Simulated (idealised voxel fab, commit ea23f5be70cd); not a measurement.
Herein follows the process module entitled voxel trench capacitor.
Cross-sectional view cut (width: 275 nm; square cell size: 5 nm).
Just so we're on the same page, the cross-sections are grids of square cells, and they're listed out in bands top to bottom, each band one or more rows deep. It is stipulated that each band's entry specify, in nanometres, the height of the top of the band and then that of its bottom, followed by the materials of the band in left-to-right sequence, each together with its width in nanometres. A single material marked by the word "throughout" is understood to fill the band from edge to edge; the word "blank" is understood to denote empty space. Heights are reckoned from 0. Under this level, the received wafer is all of one material. The bottommost band is open-ended downward, for example "z 0 and below". When a width is written as two numbers, as in "30..40", the first number is the width in the top row of cells of the band and the second is the width in its bottom row, and the width changes by the same amount from each row to the next. "no modifications", as given for a step, is the statement that not any cell of the cross-section underwent a change during that step. Each empty space that has no open way to the top and spans at least 8 cells appears under "Completely enclosed voids" as width x height at distance, the distance counted from the left edge, all in nm. Formally, on a step line, whatever follows the settings is a remark that the simulator itself makes on the step. When a step includes a mask, the "overlay nm" setting on its line states how far to the right of its planned place that mask lay, and negative values state how far to the left.

# Intended process steps
1,RECEIVE,material Si
2,CONFORMAL_DEP,material SiN,thk nm 10
3,DIRECTIONAL_DEP,material aC,thk nm 10
4,PATTERN,tone open,mask id TRENCH,material resist,width nm 25,pitch nm 45,thk nm 30,overlay nm 0
5,DIRECTIONAL_ETCH,etch materials aC,depth nm 10
6,STRIP,etch materials resist
7,DIRECTIONAL_ETCH,etch materials SiN,depth nm 10
8,DIRECTIONAL_ETCH,etch materials Si,depth nm 25
9,STRIP,etch materials aC
10,CONFORMAL_DEP,material HfO2,thk nm 5
11,CONFORMAL_DEP,material TiN,thk nm 5
12,FILL_DEP,material W,thk nm 10
13,CMP,height nm 10

# Below: the first of two wafers, run as planned

# Cross-section of the wafer as it came to us, i.e., already through step 1
  z 0 and below = Si throughout
  Completely enclosed voids: none

# Step 2 done - wafer cross-section
  z 10 to 0 = SiN throughout
  Note: structure below 0 unchanged.

# Step 3 done - wafer cross-section
  z 20 to 10 = aC throughout
  Note: structure below 10 unchanged.

# Step 4 done - wafer cross-section
  z 50 to 20 = resist=55 | blank=25 | resist=20 | blank=25 | resist=20 | blank=25 | resist=20 | blank=25 | resist=60
  Note: structure below 20 unchanged.

# Step 5 done - wafer cross-section
  z 40 to 20 = resist=55 | blank=25 | resist=20 | blank=25 | resist=20 | blank=25 | resist=20 | blank=25 | resist=60
  z 20 to 10 = aC=55 | blank=25 | aC=20 | blank=25 | aC=20 | blank=25 | aC=20 | blank=25 | aC=60
  Note: structure below 10 unchanged.

# Step 6 done - wafer cross-section
  z 20 to 10 = aC=55 | blank=25 | aC=20 | blank=25 | aC=20 | blank=25 | aC=20 | blank=25 | aC=60
  Note: structure below 10 unchanged.

# Step 7 done - wafer cross-section
  z 20 to 10 = aC=55 | blank=25 | aC=20 | blank=25 | aC=20 | blank=25 | aC=20 | blank=25 | aC=60
  z 10 to 0 = SiN=55 | blank=25 | SiN=20 | blank=25 | SiN=20 | blank=25 | SiN=20 | blank=25 | SiN=60
  Note: structure below 0 unchanged.

# Step 8 done - wafer cross-section
  z 20 to 10 = aC=55 | blank=25 | aC=20 | blank=25 | aC=20 | blank=25 | aC=20 | blank=25 | aC=60
  z 10 to 0 = SiN=55 | blank=25 | SiN=20 | blank=25 | SiN=20 | blank=25 | SiN=20 | blank=25 | SiN=60
  z 0 to -25 = Si=55 | blank=25 | Si=20 | blank=25 | Si=20 | blank=25 | Si=20 | blank=25 | Si=60
  Note: structure below -25 unchanged.

# Step 9 done - wafer cross-section
  z 10 to 0 = SiN=55 | blank=25 | SiN=20 | blank=25 | SiN=20 | blank=25 | SiN=20 | blank=25 | SiN=60
  Note: structure below 0 unchanged.

# Step 10 done - wafer cross-section
  z 15 to 10 = HfO2=60 | blank=15 | HfO2=30 | blank=15 | HfO2=30 | blank=15 | HfO2=30 | blank=15 | HfO2=65
  z 10 to 0 = SiN=55 | HfO2=5 | blank=15 | HfO2=5 | SiN=20 | HfO2=5 | blank=15 | HfO2=5 | SiN=20 | HfO2=5 | blank=15 | HfO2=5 | SiN=20 | HfO2=5 | blank=15 | HfO2=5 | SiN=60
  z 0 to -20 = Si=55 | HfO2=5 | blank=15 | HfO2=5 | Si=20 | HfO2=5 | blank=15 | HfO2=5 | Si=20 | HfO2=5 | blank=15 | HfO2=5 | Si=20 | HfO2=5 | blank=15 | HfO2=5 | Si=60
  z -20 to -25 = Si=55 | HfO2=25 | Si=20 | HfO2=25 | Si=20 | HfO2=25 | Si=20 | HfO2=25 | Si=60
  Note: structure below -25 unchanged.

# Step 11 done - wafer cross-section
  z 20 to 15 = TiN=65 | blank=5 | TiN=40 | blank=5 | TiN=40 | blank=5 | TiN=40 | blank=5 | TiN=70
  z 15 to 10 = HfO2=60 | TiN=5 | blank=5 | TiN=5 | HfO2=30 | TiN=5 | blank=5 | TiN=5 | HfO2=30 | TiN=5 | blank=5 | TiN=5 | HfO2=30 | TiN=5 | blank=5 | TiN=5 | HfO2=65
  z 10 to 0 = SiN=55 | HfO2=5 | TiN=5 | blank=5 | TiN=5 | HfO2=5 | SiN=20 | HfO2=5 | TiN=5 | blank=5 | TiN=5 | HfO2=5 | SiN=20 | HfO2=5 | TiN=5 | blank=5 | TiN=5 | HfO2=5 | SiN=20 | HfO2=5 | TiN=5 | blank=5 | TiN=5 | HfO2=5 | SiN=60
  z 0 to -15 = Si=55 | HfO2=5 | TiN=5 | blank=5 | TiN=5 | HfO2=5 | Si=20 | HfO2=5 | TiN=5 | blank=5 | TiN=5 | HfO2=5 | Si=20 | HfO2=5 | TiN=5 | blank=5 | TiN=5 | HfO2=5 | Si=20 | HfO2=5 | TiN=5 | blank=5 | TiN=5 | HfO2=5 | Si=60
  z -15 to -20 = Si=55 | HfO2=5 | TiN=15 | HfO2=5 | Si=20 | HfO2=5 | TiN=15 | HfO2=5 | Si=20 | HfO2=5 | TiN=15 | HfO2=5 | Si=20 | HfO2=5 | TiN=15 | HfO2=5 | Si=60
  Note: structure below -20 unchanged.

# Step 12 done - wafer cross-section
  z 30 to 20 = W throughout
  z 20 to 15 = TiN=65 | W=5 | TiN=40 | W=5 | TiN=40 | W=5 | TiN=40 | W=5 | TiN=70
  z 15 to 10 = HfO2=60 | TiN=5 | W=5 | TiN=5 | HfO2=30 | TiN=5 | W=5 | TiN=5 | HfO2=30 | TiN=5 | W=5 | TiN=5 | HfO2=30 | TiN=5 | W=5 | TiN=5 | HfO2=65
  z 10 to 0 = SiN=55 | HfO2=5 | TiN=5 | W=5 | TiN=5 | HfO2=5 | SiN=20 | HfO2=5 | TiN=5 | W=5 | TiN=5 | HfO2=5 | SiN=20 | HfO2=5 | TiN=5 | W=5 | TiN=5 | HfO2=5 | SiN=20 | HfO2=5 | TiN=5 | W=5 | TiN=5 | HfO2=5 | SiN=60
  z 0 to -15 = Si=55 | HfO2=5 | TiN=5 | W=5 | TiN=5 | HfO2=5 | Si=20 | HfO2=5 | TiN=5 | W=5 | TiN=5 | HfO2=5 | Si=20 | HfO2=5 | TiN=5 | W=5 | TiN=5 | HfO2=5 | Si=20 | HfO2=5 | TiN=5 | W=5 | TiN=5 | HfO2=5 | Si=60
  Note: structure below -15 unchanged.

# Step 13 done - wafer cross-section
  z 10 to 0 = SiN=55 | HfO2=5 | TiN=5 | W=5 | TiN=5 | HfO2=5 | SiN=20 | HfO2=5 | TiN=5 | W=5 | TiN=5 | HfO2=5 | SiN=20 | HfO2=5 | TiN=5 | W=5 | TiN=5 | HfO2=5 | SiN=20 | HfO2=5 | TiN=5 | W=5 | TiN=5 | HfO2=5 | SiN=60
  Note: structure below 0 unchanged.

# Wafer two. Same start, same plan, one slip in execution. Same as wafer one through step 7, inclusive

# Second wafer profile in section, at the moment step 8 of the plan was meant to be complete
  z 20 to 10 = aC=55 | blank=25 | aC=20 | blank=25 | aC=20 | blank=25 | aC=20 | blank=25 | aC=60
  z 10 to 0 = SiN=55 | blank=25 | SiN=20 | blank=25 | SiN=20 | blank=25 | SiN=20 | blank=25 | SiN=60
  z 0 to -20 = Si=55 | blank=25 | Si=20 | blank=25 | Si=20 | blank=25 | Si=20 | blank=25 | Si=60
  Note: structure below -20 unchanged.

# Second wafer profile in section, at the moment step 9 of the plan was meant to be complete
  z 10 to 0 = SiN=55 | blank=25 | SiN=20 | blank=25 | SiN=20 | blank=25 | SiN=20 | blank=25 | SiN=60
  Note: structure below 0 unchanged.

# Second wafer profile in section, at the moment step 10 of the plan was meant to be complete
  z 15 to 10 = HfO2=60 | blank=15 | HfO2=30 | blank=15 | HfO2=30 | blank=15 | HfO2=30 | blank=15 | HfO2=65
  z 10 to 0 = SiN=55 | HfO2=5 | blank=15 | HfO2=5 | SiN=20 | HfO2=5 | blank=15 | HfO2=5 | SiN=20 | HfO2=5 | blank=15 | HfO2=5 | SiN=20 | HfO2=5 | blank=15 | HfO2=5 | SiN=60
  z 0 to -15 = Si=55 | HfO2=5 | blank=15 | HfO2=5 | Si=20 | HfO2=5 | blank=15 | HfO2=5 | Si=20 | HfO2=5 | blank=15 | HfO2=5 | Si=20 | HfO2=5 | blank=15 | HfO2=5 | Si=60
  z -15 to -20 = Si=55 | HfO2=25 | Si=20 | HfO2=25 | Si=20 | HfO2=25 | Si=20 | HfO2=25 | Si=60
  Note: structure below -20 unchanged.

# Second wafer profile in section, at the moment step 11 of the plan was meant to be complete
  z 20 to 15 = TiN=65 | blank=5 | TiN=40 | blank=5 | TiN=40 | blank=5 | TiN=40 | blank=5 | TiN=70
  z 15 to 10 = HfO2=60 | TiN=5 | blank=5 | TiN=5 | HfO2=30 | TiN=5 | blank=5 | TiN=5 | HfO2=30 | TiN=5 | blank=5 | TiN=5 | HfO2=30 | TiN=5 | blank=5 | TiN=5 | HfO2=65
  z 10 to 0 = SiN=55 | HfO2=5 | TiN=5 | blank=5 | TiN=5 | HfO2=5 | SiN=20 | HfO2=5 | TiN=5 | blank=5 | TiN=5 | HfO2=5 | SiN=20 | HfO2=5 | TiN=5 | blank=5 | TiN=5 | HfO2=5 | SiN=20 | HfO2=5 | TiN=5 | blank=5 | TiN=5 | HfO2=5 | SiN=60
  z 0 to -10 = Si=55 | HfO2=5 | TiN=5 | blank=5 | TiN=5 | HfO2=5 | Si=20 | HfO2=5 | TiN=5 | blank=5 | TiN=5 | HfO2=5 | Si=20 | HfO2=5 | TiN=5 | blank=5 | TiN=5 | HfO2=5 | Si=20 | HfO2=5 | TiN=5 | blank=5 | TiN=5 | HfO2=5 | Si=60
  z -10 to -15 = Si=55 | HfO2=5 | TiN=15 | HfO2=5 | Si=20 | HfO2=5 | TiN=15 | HfO2=5 | Si=20 | HfO2=5 | TiN=15 | HfO2=5 | Si=20 | HfO2=5 | TiN=15 | HfO2=5 | Si=60
  Note: structure below -15 unchanged.

# Second wafer profile in section, at the moment step 12 of the plan was meant to be complete
  z 30 to 20 = W throughout
  z 20 to 15 = TiN=65 | W=5 | TiN=40 | W=5 | TiN=40 | W=5 | TiN=40 | W=5 | TiN=70
  z 15 to 10 = HfO2=60 | TiN=5 | W=5 | TiN=5 | HfO2=30 | TiN=5 | W=5 | TiN=5 | HfO2=30 | TiN=5 | W=5 | TiN=5 | HfO2=30 | TiN=5 | W=5 | TiN=5 | HfO2=65
  z 10 to 0 = SiN=55 | HfO2=5 | TiN=5 | W=5 | TiN=5 | HfO2=5 | SiN=20 | HfO2=5 | TiN=5 | W=5 | TiN=5 | HfO2=5 | SiN=20 | HfO2=5 | TiN=5 | W=5 | TiN=5 | HfO2=5 | SiN=20 | HfO2=5 | TiN=5 | W=5 | TiN=5 | HfO2=5 | SiN=60
  z 0 to -10 = Si=55 | HfO2=5 | TiN=5 | W=5 | TiN=5 | HfO2=5 | Si=20 | HfO2=5 | TiN=5 | W=5 | TiN=5 | HfO2=5 | Si=20 | HfO2=5 | TiN=5 | W=5 | TiN=5 | HfO2=5 | Si=20 | HfO2=5 | TiN=5 | W=5 | TiN=5 | HfO2=5 | Si=60
  Note: structure below -10 unchanged.

# Second wafer profile in section, at the moment step 13 of the plan was meant to be complete
  z 10 to 0 = SiN=55 | HfO2=5 | TiN=5 | W=5 | TiN=5 | HfO2=5 | SiN=20 | HfO2=5 | TiN=5 | W=5 | TiN=5 | HfO2=5 | SiN=20 | HfO2=5 | TiN=5 | W=5 | TiN=5 | HfO2=5 | SiN=20 | HfO2=5 | TiN=5 | W=5 | TiN=5 | HfO2=5 | SiN=60
  Note: structure below 0 unchanged.
Processing error: step 8, actual vs plan mismatch, actual run DIRECTIONAL_ETCH,etch materials Si,depth nm 20
Looking at both finished wafers in cells, the second ends up ahead of or behind the first on some materials: HfO2: 8 fewer; Si: 20 more; TiN: 8 fewer; W: 4 fewer
